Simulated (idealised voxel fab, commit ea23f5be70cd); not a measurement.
Proc. module: voxel lift off
Square cell edge 5 nm, section width 190 nm, ID cut.
Reading order for cross-sections: top band down to bottom band. Underlying form: a grid of square cells. Band size: one or more rows of cells. Read a band's entry like this: the first values are the height of its top and the height of its bottom in nm, and what follows is the sequence of materials from left to right, each with its width in nm. Note that "empty" is empty space, and that a single material marked "edge to edge" reaches across the band from edge to edge. Basically, 0 is our baseline, since under it the wafer straight out of the box is all one material. The bottom band has no lower end and keeps on going down, so it looks like "0 -> down". So if you see something like "30->40" for the width, read it as the top row of the band sitting at the first number and the bottom row at the second, with every row in between moving by the same amount as the last. For the purposes of this document, the phrase "remained unchanged" attached to a step denotes that no cell within the cross-section was modified by that step. "Fully sealed cavities" contains a list of empty spaces, each no smaller than 8 cells and without an open way to the top, written in the form width x height at distance with the distance from the left edge and all three in nm. That trailing text on a step's line, after the settings, is the simulator's own remark on the step. You can add "overlay nm" to a step's line. For a step with a mask, it describes how far the mask lay to the right of its planned position, and a negative number describes a lay to the left.

Intended process steps
1,RECEIVE with material Si
2,CONFORMAL_DEP with material SiN, thk nm 15
3,PATTERN with tone open, mask id LINES, material resist, width nm 30, pitch nm 50, thk nm 30, overlay nm 0
4,DIRECTIONAL_DEP with material Ru, thk nm 15
5,STRIP with etch materials resist
6,CONFORMAL_DEP with material SiO2, thk nm 5

First of the two wafers, run per plan

Received-state cross-section, reflecting completion of step 1
* 0 -> down: Si edge to edge
* Fully sealed cavities: none

Cross-section: wafer state after step 2
* 15 -> 0: SiN edge to edge
* Below 0, the layers are the same as they were.

Cross-section: wafer state after step 3
* 45 -> 15: resist=30, empty=30, resist=20, empty=30, resist=20, empty=30, resist=30
* Below 15, the layers are the same as they were.

Cross-section: wafer state after step 4
* 60 -> 45: Ru=30, empty=30, Ru=20, empty=30, Ru=20, empty=30, Ru=30
* 45 -> 30: resist=30, empty=30, resist=20, empty=30, resist=20, empty=30, resist=30
* 30 -> 15: resist=30, Ru=30, resist=20, Ru=30, resist=20, Ru=30, resist=30
* Below 15, the layers are the same as they were.

Cross-section: wafer state after step 5
* 30 -> 15: empty=30, Ru=30, empty=20, Ru=30, empty=20, Ru=30, empty=30
* Below 15, the layers are the same as they were.

Cross-section: wafer state after step 6
* 35 -> 30: empty=25, SiO2=40, empty=10, SiO2=40, empty=10, SiO2=40, empty=25
* 30 -> 20: empty=25, SiO2=5, Ru=30, SiO2=5, empty=10, SiO2=5, Ru=30, SiO2=5, empty=10, SiO2=5, Ru=30, SiO2=5, empty=25
* 20 -> 15: SiO2=30, Ru=30, SiO2=20, Ru=30, SiO2=20, Ru=30, SiO2=30
* Below 15, the layers are the same as they were.

The second wafer was prepared from the same starting point and under the same plan as the first; its processing contained one mistake, and it remains indistinguishable from the first wafer up to and including step 3

Second wafer, section view, time point: scheduled end of step 4: remained unchanged

Second wafer, section view, time point: scheduled end of step 5
* 15 -> 0: SiN edge to edge
* Below 0, the layers are the same as they were.

Second wafer, section view, time point: scheduled end of step 6
* 20 -> 15: SiO2 edge to edge
* Below 15, the layers are the same as they were.
What was the processing mistake? yeah, step 4 of the plan got skipped, never ran
The final cell counts differ between the wafers, with the second having more or fewer of some materials than the first: Ru -54; SiO2 -18
